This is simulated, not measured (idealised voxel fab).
Process module, titled voxel self aligned vias
This is section cut - it's 205 nm across, gridded in 5 nm square cells.
When this document writes out a cross-section, it uses a grid of square cells and lists it as bands, beginning at the top and moving down, with a band standing for one or more rows of cells. Top height, bottom height, nm. Materials left to right, width each, nm. Single material + "everywhere" = fills band edge to edge. "empty" = empty. Where do heights start? At 0: under that level the wafer as delivered is made of one material only. And the lowest band has no floor; it just carries on downward, as in "from 0 down". So if you see something like "30->40" for the width, read it as the top row of the band sitting at the first number and the bottom row at the second, with every row in between moving by the same amount as the last. For the purposes of this document, the phrase "nothing altered" attached to a step denotes that no cell within the cross-section was modified by that step. Look at "Sealed void inventory" for the closed voids: empty spaces with no open path to the top, sized 8 cells or up. Each is width x height at distance, distance from the left edge, all nm. Past the settings on a step's line: simulator remark, on that step. Among the settings permitted on a step's line is "overlay nm"; applied to a step with a mask, it specifies the extent to which the mask lay to the right of its planned position, whereas a negative figure signifies a position to the left.

The process steps that were planned are listed below
1) RECEIVE: material Si
2) CONFORMAL_DEP: material SiO2, thk nm 10
3) CONFORMAL_DEP: material SiCN, thk nm 5
4) DIRECTIONAL_DEP: material lowk, thk nm 20
5) PATTERN: tone open, mask id LINES, material resist, width nm 25, pitch nm 65, thk nm 20, overlay nm 0
6) DIRECTIONAL_ETCH: etch materials lowk, depth nm 20
7) STRIP: etch materials resist
8) CONFORMAL_DEP: material TiN, thk nm 5
9) FILL_DEP: material Ru, thk nm 5
10) CMP: height nm 35
11) SELECTIVE_ETCH: etch materials W Ru TiN, depth nm 10
12) FILL_DEP: material SiN, thk nm 5
13) CMP: height nm 35
14) DIRECTIONAL_DEP: material lowk, thk nm 15
15) DIRECTIONAL_DEP: material aC, thk nm 10
16) PATTERN: tone open, mask id VIAS, material resist, width nm 45, thk nm 25, overlay nm 0
17) DIRECTIONAL_ETCH: etch materials aC, depth nm 10
18) STRIP: etch materials resist
19) DIRECTIONAL_ETCH: etch materials lowk, depth nm 15
20) DIRECTIONAL_ETCH: etch materials SiN, depth nm 10
21) STRIP: etch materials aC
22) CONFORMAL_DEP: material TiN, thk nm 5
23) FILL_DEP: material Cu, thk nm 5
24) CMP: height nm 50
25) CONFORMAL_DEP: material SiN, thk nm 5

Wafer cross-section on receipt, i.e. after step 1
  from 0 down = Si everywhere
  Sealed void inventory: none

Post-module cross-section of the first of two wafers (run per plan)
  from 55 to 50 = SiN everywhere
  from 50 to 40 = 45 nm lowk  5 nm TiN  35 nm Cu  5 nm TiN  115 nm lowk
  from 40 to 35 = 45 nm lowk  15 nm TiN  15 nm Cu  15 nm TiN  115 nm lowk
  from 35 to 30 = 55 nm lowk  5 nm TiN  15 nm Cu  5 nm TiN  40 nm lowk  25 nm SiN  60 nm lowk
  from 30 to 25 = 55 nm lowk  25 nm TiN  40 nm lowk  25 nm SiN  60 nm lowk
  from 25 to 20 = 55 nm lowk  5 nm TiN  15 nm Ru  5 nm TiN  40 nm lowk  5 nm TiN  15 nm Ru  5 nm TiN  60 nm lowk
  from 20 to 15 = 55 nm lowk  25 nm TiN  40 nm lowk  25 nm TiN  60 nm lowk
  from 15 to 10 = SiCN everywhere
  from 10 to 0 = SiO2 everywhere
  from 0 down = Si everywhere
  Sealed void inventory: none

second wafer at the end: like start, like plan, one mistake
  from 55 to 50 = SiN everywhere
  from 50 to 40 = 45 nm lowk  5 nm TiN  35 nm Cu  5 nm TiN  115 nm lowk
  from 40 to 35 = 45 nm lowk  45 nm TiN  115 nm lowk
  from 35 to 25 = 45 nm SiN  10 nm TiN  25 nm lowk  10 nm TiN  30 nm SiN  25 nm lowk  60 nm SiN
  from 25 to 20 = 50 nm Ru  5 nm TiN  25 nm lowk  5 nm TiN  30 nm Ru  5 nm TiN  25 nm lowk  5 nm TiN  55 nm Ru
  from 20 to 15 = 55 nm TiN  25 nm lowk  40 nm TiN  25 nm lowk  60 nm TiN
  from 15 to 10 = SiCN everywhere
  from 10 to 0 = SiO2 everywhere
  from 0 down = Si everywhere
  Sealed void inventory: none
So what did we get wrong on this run? step 5 off recipe, ran as PATTERN: tone cover, mask id LINES, material resist, width nm 25, pitch nm 65, thk nm 20, overlay nm 0
Per the end-of-run cell counts, the second wafer holds more or fewer of some materials than the first: 6 fewer of Cu, 21 more of Ru, 44 more of SiN, 25 more of TiN, 84 fewer of lowk
